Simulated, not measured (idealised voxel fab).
The following is a process module called voxel lift off.
Square cells of 5 nm make up the cross-section cut, whose width is 190 nm.
When this document writes out a cross-section, it uses a grid of square cells and lists it as bands, beginning at the top and moving down, with a band standing for one or more rows of cells. A band entry consists of two parts. The first gives the height of the band's top and the height of its bottom, in nm. The rest lists the band's materials from left to right, each with its width in nm. A single material labelled with the word "everywhere" fills the band from edge to edge, and the word "blank" marks empty space. For the purposes of this specification, 0 denotes the height below which the wafer in its as-received condition is composed wholly of one material, and the lowermost band, lacking a lower limit, extends downward without end, as expressed in "0..down". It should be noted that a width expressed as "30 to 40" varies in equal increments from row to row of cells within the band, taking the value of the first number at the top row and that of the second number at the bottom row. What does "nothing altered" mean for a step? It means no cell of the cross-section changed in that step. What "Internal closed voids" gives you is every empty space of 8 cells or more that is cut off from the top. Each appears as width x height at distance, with the distance taken from the left edge and width, height and distance all in nm. What comes after the settings on a step's line is commentary from the simulator itself on that step. overlay nm, on a step with a mask: how far to the right of its planned place the mask lay; to the left if negative.
Listed below are the process steps as planned:
| 1 | op RECEIVE | material Si |
| 2 | op CONFORMAL_DEP | material Al2O3 | thk nm 5 |
| 3 | op PATTERN | tone open | mask id LINES | material resist | width nm 30 | pitch nm 60 | thk nm 20 | overlay nm -15 |
| 4 | op DIRECTIONAL_DEP | material Ru | thk nm 5 |
| 5 | op STRIP | etch materials resist |
| 6 | op CONFORMAL_DEP | material SiCN | thk nm 10 |
Same starting wafers, different overlay nm at step 3. Plan value belongs to the first wafer.
The first of several wafers as received, shown in cross-section; this is its state after step 1:
- 0..down = Si everywhere
- Internal closed voids: none
End of the module, past its last step, step 6: how the first of several wafers looks in cross-section:
- 20..15 = blank 25 | SiCN 50 | blank 10 | SiCN 50 | blank 55
- 15..10 = SiCN everywhere
- 10..5 = SiCN 35 | Ru 30 | SiCN 30 | Ru 30 | SiCN 65
- 5..0 = Al2O3 everywhere
- 0..down = Si everywhere
- Internal closed voids: none
Last wafer of the set, cross-sectioned at end of module:
- 20..15 = blank 55 | SiCN 50 | blank 10 | SiCN 50 | blank 25
- 15..10 = SiCN everywhere
- 10..5 = SiCN 65 | Ru 30 | SiCN 30 | Ru 30 | SiCN 35
- 5..0 = Al2O3 everywhere
- 0..down = Si everywhere
- Internal closed voids: none
End of module, by wafer: material-by-material cell gain (+) or loss (-) since receipt, then closed voids:
overlay nm -15; +38 Al2O3; +12 Ru; +84 SiCN; Internal closed voids: none
overlay nm -10; +38 Al2O3; +12 Ru; +84 SiCN; Internal closed voids: none
overlay nm -5; +38 Al2O3; +12 Ru; +84 SiCN; Internal closed voids: none
overlay nm 0; +38 Al2O3; +12 Ru; +84 SiCN; Internal closed voids: none
overlay nm 5; +38 Al2O3; +12 Ru; +84 SiCN; Internal closed voids: none
overlay nm 10; +38 Al2O3; +12 Ru; +84 SiCN; Internal closed voids: none
overlay nm 15; +38 Al2O3; +12 Ru; +84 SiCN; Internal closed voids: none
